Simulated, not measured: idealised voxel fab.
Process module name: voxel self aligned vias
This is section cut - it's 145 nm across, gridded in 5 nm square cells.
Format of a cross-section: grid, square cells. Given as bands. Order: top down. Band: one or more rows of cells.
It is stipulated that each band's entry specify, in nanometres, the height of the top of the band and then that of its bottom, followed by the materials of the band in left-to-right sequence, each together with its width in nanometres. A single material marked by the word "throughout" is understood to fill the band from edge to edge; the word "blank" is understood to denote empty space.
Note: height 0 marks the level under which the wafer is uniformly one material as received. Lowest band unbounded below, written "z 0 and below".
Width "30->40": first value at the band's top row of cells, second value at its bottom row, equal change from row to row.
Step note "nothing altered" = no cross-section cell changed.
"Fully sealed voids" lists enclosed empty spaces (at least 8 cells, no open path upward to the top), each as width x height at distance from the left edge, in nm.
Heads up: the bit after the settings on a step's line is the simulator's remark on that step.
What "overlay nm" on a step's line means: if the step has a mask, that mask lay this far to the right of its planned place, or, when the value is negative, to the left.

### Planned step list for the process
1,op RECEIVE | material Si
2,op CONFORMAL_DEP | material SiO2 | thk nm 10
3,op CONFORMAL_DEP | material SiCN | thk nm 5
4,op DIRECTIONAL_DEP | material SiO2 | thk nm 30
5,op MASKED_ETCH | tone open | mask id LINES | width nm 30 | pitch nm 55 | etch materials SiO2 | depth nm 30 | overlay nm 0
6,op CONFORMAL_DEP | material TiN | thk nm 5
7,op FILL_DEP | material W | thk nm 5
8,op CMP | height nm 45
9,op SELECTIVE_ETCH | etch materials W Ru TiN | depth nm 5
10,op FILL_DEP | material SiN | thk nm 5
11,op CMP | height nm 45
12,op DIRECTIONAL_DEP | material SiO2 | thk nm 15
13,op MASKED_ETCH | tone open | mask id VIAS | width nm 40 | etch materials SiO2 | depth nm 15 | overlay nm 0
14,op MASKED_ETCH | tone open | mask id VIAS | width nm 40 | etch materials SiN | depth nm 5 | overlay nm 0
15,op CONFORMAL_DEP | material TiN | thk nm 5
16,op FILL_DEP | material Ru | thk nm 5
17,op CMP | height nm 60
18,op CONFORMAL_DEP | material SiN | thk nm 5

### First of two wafers, processed according to plan

### Here's what the wafer looked like in cross-section when it arrived - that's after step 1
> z 0 and below: Si throughout
> Fully sealed voids: none

### Cross-section through the wafer, step 2 finished
> z 10 to 0: SiO2 throughout
> Beneath the level 0, the cross-section is identical to its previous state.

### Cross-section through the wafer, step 3 finished
> z 15 to 10: SiCN throughout
> Beneath the level 10, the cross-section is identical to its previous state.

### Cross-section through the wafer, step 4 finished
> z 45 to 15: SiO2 throughout
> Beneath the level 15, the cross-section is identical to its previous state.

### Cross-section through the wafer, step 5 finished
> z 45 to 15: 30 nm SiO2 / 30 nm blank / 25 nm SiO2 / 30 nm blank / 30 nm SiO2
> Beneath the level 15, the cross-section is identical to its previous state.

### Cross-section through the wafer, step 6 finished
> z 50 to 45: 35 nm TiN / 20 nm blank / 35 nm TiN / 20 nm blank / 35 nm TiN
> z 45 to 20: 30 nm SiO2 / 5 nm TiN / 20 nm blank / 5 nm TiN / 25 nm SiO2 / 5 nm TiN / 20 nm blank / 5 nm TiN / 30 nm SiO2
> z 20 to 15: 30 nm SiO2 / 30 nm TiN / 25 nm SiO2 / 30 nm TiN / 30 nm SiO2
> Beneath the level 15, the cross-section is identical to its previous state.

### Cross-section through the wafer, step 7 finished
> z 55 to 50: W throughout
> z 50 to 45: 35 nm TiN / 20 nm W / 35 nm TiN / 20 nm W / 35 nm TiN
> z 45 to 20: 30 nm SiO2 / 5 nm TiN / 20 nm W / 5 nm TiN / 25 nm SiO2 / 5 nm TiN / 20 nm W / 5 nm TiN / 30 nm SiO2
> Beneath the level 20, the cross-section is identical to its previous state.

### Cross-section through the wafer, step 8 finished
> z 45 to 20: 30 nm SiO2 / 5 nm TiN / 20 nm W / 5 nm TiN / 25 nm SiO2 / 5 nm TiN / 20 nm W / 5 nm TiN / 30 nm SiO2
> Beneath the level 20, the cross-section is identical to its previous state.

### Cross-section through the wafer, step 9 finished
> z 45 to 40: 30 nm SiO2 / 30 nm blank / 25 nm SiO2 / 30 nm blank / 30 nm SiO2
> Beneath the level 40, the cross-section is identical to its previous state.

### Cross-section through the wafer, step 10 finished
> z 50 to 45: SiN throughout
> z 45 to 40: 30 nm SiO2 / 30 nm SiN / 25 nm SiO2 / 30 nm SiN / 30 nm SiO2
> Beneath the level 40, the cross-section is identical to its previous state.

### Cross-section through the wafer, step 11 finished
> z 45 to 40: 30 nm SiO2 / 30 nm SiN / 25 nm SiO2 / 30 nm SiN / 30 nm SiO2
> Beneath the level 40, the cross-section is identical to its previous state.

### Cross-section through the wafer, step 12 finished
> z 60 to 45: SiO2 throughout
> Beneath the level 45, the cross-section is identical to its previous state.

### Cross-section through the wafer, step 13 finished
> z 60 to 45: 25 nm SiO2 / 40 nm blank / 80 nm SiO2
> Beneath the level 45, the cross-section is identical to its previous state.

### Cross-section through the wafer, step 14 finished
> z 60 to 45: 25 nm SiO2 / 40 nm blank / 80 nm SiO2
> z 45 to 40: 30 nm SiO2 / 30 nm blank / 25 nm SiO2 / 30 nm SiN / 30 nm SiO2
> Beneath the level 40, the cross-section is identical to its previous state.

### Cross-section through the wafer, step 15 finished
> z 65 to 60: 30 nm TiN / 30 nm blank / 85 nm TiN
> z 60 to 50: 25 nm SiO2 / 5 nm TiN / 30 nm blank / 5 nm TiN / 80 nm SiO2
> z 50 to 45: 25 nm SiO2 / 10 nm TiN / 20 nm blank / 10 nm TiN / 80 nm SiO2
> z 45 to 40: 30 nm SiO2 / 30 nm TiN / 25 nm SiO2 / 30 nm SiN / 30 nm SiO2
> Beneath the level 40, the cross-section is identical to its previous state.

### Cross-section through the wafer, step 16 finished
> z 70 to 65: Ru throughout
> z 65 to 60: 30 nm TiN / 30 nm Ru / 85 nm TiN
> z 60 to 50: 25 nm SiO2 / 5 nm TiN / 30 nm Ru / 5 nm TiN / 80 nm SiO2
> z 50 to 45: 25 nm SiO2 / 10 nm TiN / 20 nm Ru / 10 nm TiN / 80 nm SiO2
> Beneath the level 45, the cross-section is identical to its previous state.

### Cross-section through the wafer, step 17 finished
> z 60 to 50: 25 nm SiO2 / 5 nm TiN / 30 nm Ru / 5 nm TiN / 80 nm SiO2
> Beneath the level 50, the cross-section is identical to its previous state.

### Cross-section through the wafer, step 18 finished
> z 65 to 60: SiN throughout
> Beneath the level 60, the cross-section is identical to its previous state.

### Wafer two: like wafer one in start and plan, but with one mistake in execution; identical up to and including step 12

### Second wafer: cross-section at the scheduled end of step 13
> z 60 to 45: 25 nm blank / 40 nm SiO2 / 80 nm blank
> Beneath the level 45, the cross-section is identical to its previous state.

Second wafer: cross-section at the scheduled end of step 14: nothing altered

### Second wafer: cross-section at the scheduled end of step 15
> z 65 to 60: 20 nm blank / 50 nm TiN / 75 nm blank
> z 60 to 50: 20 nm blank / 5 nm TiN / 40 nm SiO2 / 5 nm TiN / 75 nm blank
> z 50 to 45: 25 nm TiN / 40 nm SiO2 / 80 nm TiN
> Beneath the level 45, the cross-section is identical to its previous state.

### Second wafer: cross-section at the scheduled end of step 16
> z 70 to 65: Ru throughout
> z 65 to 60: 20 nm Ru / 50 nm TiN / 75 nm Ru
> z 60 to 50: 20 nm Ru / 5 nm TiN / 40 nm SiO2 / 5 nm TiN / 75 nm Ru
> Beneath the level 50, the cross-section is identical to its previous state.

### Second wafer: cross-section at the scheduled end of step 17
> z 60 to 50: 20 nm Ru / 5 nm TiN / 40 nm SiO2 / 5 nm TiN / 75 nm Ru
> Beneath the level 50, the cross-section is identical to its previous state.

### Second wafer: cross-section at the scheduled end of step 18
> z 65 to 60: SiN throughout
> Beneath the level 60, the cross-section is identical to its previous state.
what went wrong: step 13 was not run as planned; what actually ran was op MASKED_ETCH | tone cover | mask id VIAS | width nm 40 | etch materials SiO2 | depth nm 15 | overlay nm 0
End check, counted in cells, second wafer has more or fewer of these materials than the first: 22 more of Ru | 6 more of SiN | 39 fewer of SiO2 | 11 more of TiN
